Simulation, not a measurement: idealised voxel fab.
process module | voxel lift off
cross-section cut | 285 nm wide | cells 5 nm
A cross-section is a grid of square cells, given in bands from the top down. A band is one or more rows of cells.
Each band's line starts with the height of the band's top and of its bottom, in nm. Then come its materials from left to right, each with its width in nm. One material with "throughout" fills the band from edge to edge. "air" is empty space.
Height 0 is the level under which the wafer as received is all one material. The lowest band goes on downwards, as in "0 down".
A width such as "30 to 40" changes by the same amount from each row of cells to the next, from the band's top row to its bottom row.
"no change" after a step means that no cell of the cross-section changed.
closed voids: empty space of 8 cells or more with no open way to the top, each as width x height at its distance from the left edge, in nm
after a step's settings: what the simulator itself notes on the step
overlay nm, on a step with a mask: how far to the right of its planned place the mask lay; to the left if negative
plan
1 op RECEIVE | material Si
2 op CONFORMAL_DEP | material SiO2 | thk nm 10
3 op PATTERN | tone open | mask id LINES | material resist | width nm 25 | pitch nm 40 | thk nm 20 | overlay nm 0
4 op DIRECTIONAL_DEP | material Ru | thk nm 5
5 op STRIP | etch materials resist
6 op CONFORMAL_DEP | material SiN | thk nm 10
first wafer, as planned
as received, after step 1
  0 down: Si throughout
  closed voids: none
after step 2
  10 to 0: SiO2 throughout
  below 0: unchanged
after step 3
  30 to 10: resist 110 | air 25 | resist 15 | air 25 | resist 110
  below 10: unchanged
after step 4
  35 to 30: Ru 110 | air 25 | Ru 15 | air 25 | Ru 110
  30 to 15: resist 110 | air 25 | resist 15 | air 25 | resist 110
  15 to 10: resist 110 | Ru 25 | resist 15 | Ru 25 | resist 110
  below 10: unchanged
after step 5
  15 to 10: air 110 | Ru 25 | air 15 | Ru 25 | air 110
  below 10: unchanged
after step 6
  25 to 20: air 100 | SiN 85 | air 100
  20 to 15: SiN throughout
  15 to 10: SiN 110 | Ru 25 | SiN 15 | Ru 25 | SiN 110
  below 10: unchanged
second wafer: like start, like plan, one mistake. Through step 1 it matches the first wafer
when step 2 should have ended
  5 to 0: SiO2 throughout
  below 0: unchanged
when step 3 should have ended
  25 to 5: resist 110 | air 25 | resist 15 | air 25 | resist 110
  below 5: unchanged
when step 4 should have ended
  30 to 25: Ru 110 | air 25 | Ru 15 | air 25 | Ru 110
  25 to 10: resist 110 | air 25 | resist 15 | air 25 | resist 110
  10 to 5: resist 110 | Ru 25 | resist 15 | Ru 25 | resist 110
  below 5: unchanged
when step 5 should have ended
  10 to 5: air 110 | Ru 25 | air 15 | Ru 25 | air 110
  below 5: unchanged
when step 6 should have ended
  20 to 15: air 100 | SiN 85 | air 100
  15 to 10: SiN throughout
  10 to 5: SiN 110 | Ru 25 | SiN 15 | Ru 25 | SiN 110
  below 5: unchanged
what went wrong: step 2 ran as: op CONFORMAL_DEP | material SiO2 | thk nm 5
at the end the second wafer has, in cells: 57 fewer of SiO2
